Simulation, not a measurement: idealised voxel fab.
Process module heading - voxel fin reveal
This is section cut - it's 210 nm across, gridded in 5 nm square cells.
A cross-section in this document is a grid of square cells, and it is written down as bands, the top band listed before the ones below it; a band is made up of one or more rows of cells.
The entry gives the band's vertical extent as a top height and a bottom height in nm, then its horizontal make-up as materials from left to right, each with a width in nm. "air" stands for empty space; a single material marked "edge to edge" fills the band edge to edge.
Where do heights start? At 0: under that level the wafer as delivered is made of one material only. And the lowest band has no floor; it just carries on downward, as in "z 0 and below".
Read "30->40" as a graded width: first number on top, second number at the bottom, same change between each pair of neighbouring rows.
"stayed the same" for a step: no cell of the cross-section changed in that step.
Each empty space that has no open way to the top and spans at least 8 cells appears under "Closed void roster" as width x height at distance, the distance counted from the left edge, all in nm.
Past the settings on a step's line: simulator remark, on that step.
For masked steps, "overlay nm" on the step line gives how far right of plan the mask actually lay; a minus sign means it lay to the left.
The process steps that were planned are listed below:
step 1: RECEIVE | material Si
step 2: CONFORMAL_DEP | material SiN | thk nm 5
step 3: PATTERN | tone cover | mask id FINS | material resist | width nm 15 | pitch nm 40 | thk nm 20 | overlay nm 0
step 4: DIRECTIONAL_ETCH | etch materials SiN | depth nm 5
step 5: DIRECTIONAL_ETCH | etch materials Si | depth nm 35
step 6: STRIP | etch materials resist
step 7: FILL_DEP | material SiO2 | thk nm 5
step 8: CMP | height nm 5
step 9: SELECTIVE_ETCH | etch materials SiO2 | depth nm 30
step 10: STRIP | etch materials SiN
step 11: CONFORMAL_DEP | material HfO2 | thk nm 5
Incoming wafer, cross-sectional view, post step 1:
- z 0 and below = Si edge to edge
- Closed void roster: none
Below is the wafer in cross-section after the module was completed. It began from the starting point shown above and followed the plan shown above, except that one mistake was made while running it:
- z 5 to 0 = air=30; HfO2=25; air=15; HfO2=25; air=15; HfO2=25; air=15; HfO2=25; air=35
- z 0 to -20 = air=30; HfO2=5; Si=15; HfO2=5; air=15; HfO2=5; Si=15; HfO2=5; air=15; HfO2=5; Si=15; HfO2=5; air=15; HfO2=5; Si=15; HfO2=5; air=35
- z -20 to -25 = HfO2=10; air=20; HfO2=5; Si=15; HfO2=5; air=15; HfO2=5; Si=15; HfO2=5; air=15; HfO2=5; Si=15; HfO2=5; air=15; HfO2=5; Si=15; HfO2=5; air=20; HfO2=15
- z -25 to -30 = SiO2=5; HfO2=30; Si=15; HfO2=25; Si=15; HfO2=25; Si=15; HfO2=25; Si=15; HfO2=30; SiO2=10
- z -30 to -35 = SiO2=35; Si=15; SiO2=25; Si=15; SiO2=25; Si=15; SiO2=25; Si=15; SiO2=40
- z -35 and below = Si edge to edge
- Closed void roster: none
Which mistake was made when the wafer was run? steps 9 and 10 were swapped
